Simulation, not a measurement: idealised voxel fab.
process module | voxel wiring stack
cross-section cut | 185 nm wide | cells 5 nm
A cross-section is a grid of square cells, given in bands from the top down. A band is one or more rows of cells.
Each band's line starts with the height of the band's top and of its bottom, in nm. Then come its materials from left to right, each with its width in nm. One material with "throughout" fills the band from edge to edge. "air" is empty space.
Height 0 is the level under which the wafer as received is all one material. The lowest band goes on downwards, as in "0 down".
A width such as "30 to 40" changes by the same amount from each row of cells to the next, from the band's top row to its bottom row.
"no change" after a step means that no cell of the cross-section changed.
closed voids: empty space of 8 cells or more with no open way to the top, each as width x height at its distance from the left edge, in nm
after a step's settings: what the simulator itself notes on the step
overlay nm, on a step with a mask: how far to the right of its planned place the mask lay; to the left if negative
plan
1 op RECEIVE | material Si
2 op CONFORMAL_DEP | material SiO2 | thk nm 10
3 op CONFORMAL_DEP | material SiCN | thk nm 5
4 op DIRECTIONAL_DEP | material SiO2 | thk nm 20
5 op DIRECTIONAL_DEP | material aC | thk nm 15
6 op PATTERN | tone open | mask id METAL_1 | material resist | width nm 30 | pitch nm 50 | thk nm 35 | overlay nm 0
7 op DIRECTIONAL_ETCH | etch materials aC | depth nm 15
8 op STRIP | etch materials resist
9 op DIRECTIONAL_ETCH | etch materials SiO2 | depth nm 20
10 op DIRECTIONAL_ETCH | etch materials SiCN | depth nm 5
11 op STRIP | etch materials aC
12 op CONFORMAL_DEP | material TiN | thk nm 5
13 op FILL_DEP | material Ru | thk nm 5
14 op CMP | height nm 35
15 op CONFORMAL_DEP | material SiCN | thk nm 5
16 op DIRECTIONAL_DEP | material lowk | thk nm 35
17 op PATTERN | tone open | mask id METAL_2 | material resist | width nm 30 | pitch nm 50 | thk nm 20 | overlay nm 0
18 op DIRECTIONAL_ETCH | etch materials lowk | depth nm 20
19 op STRIP | etch materials resist
20 op PATTERN | tone open | mask id METAL_2_HOLES | material resist | width nm 15 | pitch nm 50 | thk nm 15 | overlay nm 0
21 op DIRECTIONAL_ETCH | etch materials lowk | depth nm 15
22 op DIRECTIONAL_ETCH | etch materials SiCN | depth nm 5
23 op STRIP | etch materials resist
24 op CONFORMAL_DEP | material TiN | thk nm 5
25 op FILL_DEP | material Cu | thk nm 5
26 op CMP | height nm 75
27 op CONFORMAL_DEP | material SiN | thk nm 5
as received, after step 1
  0 down: Si throughout
  closed voids: none
a wafer at the end: this start, this plan, one mistake
  80 to 75: SiN throughout
  75 to 60: lowk 50 | TiN 5 | Cu 20 | TiN 5 | lowk 20 | TiN 5 | Cu 20 | TiN 5 | lowk 55
  60 to 55: lowk 50 | TiN 5 | Cu 5 | TiN 20 | lowk 20 | TiN 5 | Cu 5 | TiN 20 | lowk 55
  55 to 40: lowk 50 | TiN 5 | Cu 5 | TiN 5 | lowk 35 | TiN 5 | Cu 5 | TiN 5 | lowk 70
  40 to 35: SiCN 50 | TiN 15 | SiCN 35 | TiN 15 | SiCN 70
  35 to 15: SiO2 60 | TiN 5 | Ru 20 | TiN 5 | SiO2 20 | TiN 5 | Ru 20 | TiN 5 | SiO2 45
  15 to 10: SiCN 60 | TiN 30 | SiCN 20 | TiN 30 | SiCN 45
  10 to 0: SiO2 throughout
  0 down: Si throughout
  closed voids: none
what went wrong: step 6 ran as: op PATTERN | tone open | mask id METAL_1 | material resist | width nm 30 | pitch nm 50 | thk nm 35 | overlay nm 10
